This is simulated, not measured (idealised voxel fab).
The process module that follows is named voxel self aligned contacts.
The width of the displayed cross-section, cut, is 205 nm; its cells are square, with a size of 5 nm.
If you're reading a cross-section in this doc, picture square cells in a grid; it comes to you as bands, top ones listed first down to the bottom, and a band can be one or more rows of cells. In this notation a band is specified by the heights of its top and bottom, in that order and in nm, after which its materials appear from left to right, each paired with its width in nm. The word "everywhere" attached to a single material means that material fills the band from edge to edge; the word "empty" stands for empty space. The reference from which all heights are counted is 0, the level beneath which the as-received wafer is entirely one material; the lowest band, having no lower bound, proceeds downward and is written after the example "0..down". A width given as "30 to 40" starts at the first number in the band's top row and ends at the second number in its bottom row, shifting by an equal amount at every step from row to row. For the purposes of this document, the phrase "nothing got changed" attached to a step denotes that no cell within the cross-section was modified by that step. The list in "Closed void inventory" covers empty spaces of 8 cells or more that cannot reach the top through any open way, and it gives each as width x height at distance; the distance is from the left edge, and width, height and distance are in nm. On a step's line, text after the settings is the simulator commenting on that step. Each step line may optionally specify "overlay nm", which for a step with a mask gives the rightward distance between the mask's planned place and where it lay, a negative value indicating the leftward direction.
Process steps - plan:
step 1: RECEIVE [material Si]
step 2: OXIDIZE [depth nm 5]
step 3: DIRECTIONAL_DEP [material polySi] [thk nm 30]
step 4: DIRECTIONAL_DEP [material SiN] [thk nm 20]
step 5: MASKED_ETCH [tone cover] [mask id GATE] [width nm 25] [pitch nm 60] [etch materials SiN] [depth nm 20] [overlay nm 0]
step 6: MASKED_ETCH [tone cover] [mask id GATE] [width nm 25] [pitch nm 60] [etch materials polySi] [depth nm 30] [overlay nm 0]
step 7: CONFORMAL_DEP [material SiN] [thk nm 5]
step 8: DIRECTIONAL_ETCH [etch materials SiN] [depth nm 5]
step 9: FILL_DEP [material SiO2] [thk nm 20]
step 10: CMP [height nm 60]
step 11: PATTERN [tone open] [mask id CONTACT] [material resist] [width nm 35] [thk nm 20] [overlay nm 0]
step 12: DIRECTIONAL_ETCH [etch materials SiO2] [depth nm 65]
step 13: STRIP [etch materials resist]
step 14: CONFORMAL_DEP [material TiN] [thk nm 5]
step 15: FILL_DEP [material W] [thk nm 5]
step 16: CMP [height nm 60]
step 17: CONFORMAL_DEP [material SiN] [thk nm 5]
The plan's step 11 width nm is the first wafer's value; the wafers differ in this setting and start identical.
Cross-sectional view of the first of several wafers in the as-received condition, corresponding to the state following step 1:
  0..down: Si everywhere
  Closed void inventory: none
First of several wafers in cross-section at module end, following the final step, step 17:
  65..60: SiN everywhere
  60..50: SiO2 85 nm | TiN 5 to 10 nm | W 25 to 15 nm | TiN 5 to 10 nm | SiO2 85 nm
  50..30: SiO2 55 nm | SiN 35 nm | TiN 5 nm | W 15 nm | TiN 5 nm | SiN 35 nm | SiO2 55 nm
  30..0: SiO2 55 nm | SiN 5 nm | polySi 25 nm | SiN 5 nm | TiN 5 nm | W 15 nm | TiN 5 nm | SiN 5 nm | polySi 25 nm | SiN 5 nm | SiO2 55 nm
  0..-5: SiO2 90 nm | TiN 25 nm | SiO2 90 nm
  -5..down: Si everywhere
  Closed void inventory: none
End of module: cross-section, last of several wafers:
  65..60: SiN everywhere
  60..50: SiO2 75 nm | TiN 5 to 20 nm | W 50 to 15 nm | TiN 5 to 25 nm | SiO2 70 nm
  50..30: SiO2 55 nm | SiN 35 nm | TiN 5 nm | W 15 nm | TiN 5 nm | SiN 35 nm | SiO2 55 nm
  30..0: SiO2 55 nm | SiN 5 nm | polySi 25 nm | SiN 5 nm | TiN 5 nm | W 15 nm | TiN 5 nm | SiN 5 nm | polySi 25 nm | SiN 5 nm | SiO2 55 nm
  0..-5: SiO2 90 nm | TiN 25 nm | SiO2 90 nm
  -5..down: Si everywhere
  Closed void inventory: none
Basically each wafer gets a line in the table, showing it at the end of the module: material by material, the cells it gained (+) or lost (-) since we got it, then its closed voids:
width nm 35 | -41 Si | +121 SiN | +324 SiO2 | +31 TiN | +38 W | +60 polySi | Closed void inventory: none
width nm 40 | -41 Si | +121 SiN | +322 SiO2 | +32 TiN | +39 W | +60 polySi | Closed void inventory: none
width nm 45 | -41 Si | +121 SiN | +320 SiO2 | +33 TiN | +40 W | +60 polySi | Closed void inventory: none
width nm 50 | -41 Si | +121 SiN | +318 SiO2 | +34 TiN | +41 W | +60 polySi | Closed void inventory: none
width nm 55 | -41 Si | +121 SiN | +316 SiO2 | +35 TiN | +42 W | +60 polySi | Closed void inventory: none
width nm 60 | -41 Si | +121 SiN | +314 SiO2 | +36 TiN | +43 W | +60 polySi | Closed void inventory: none
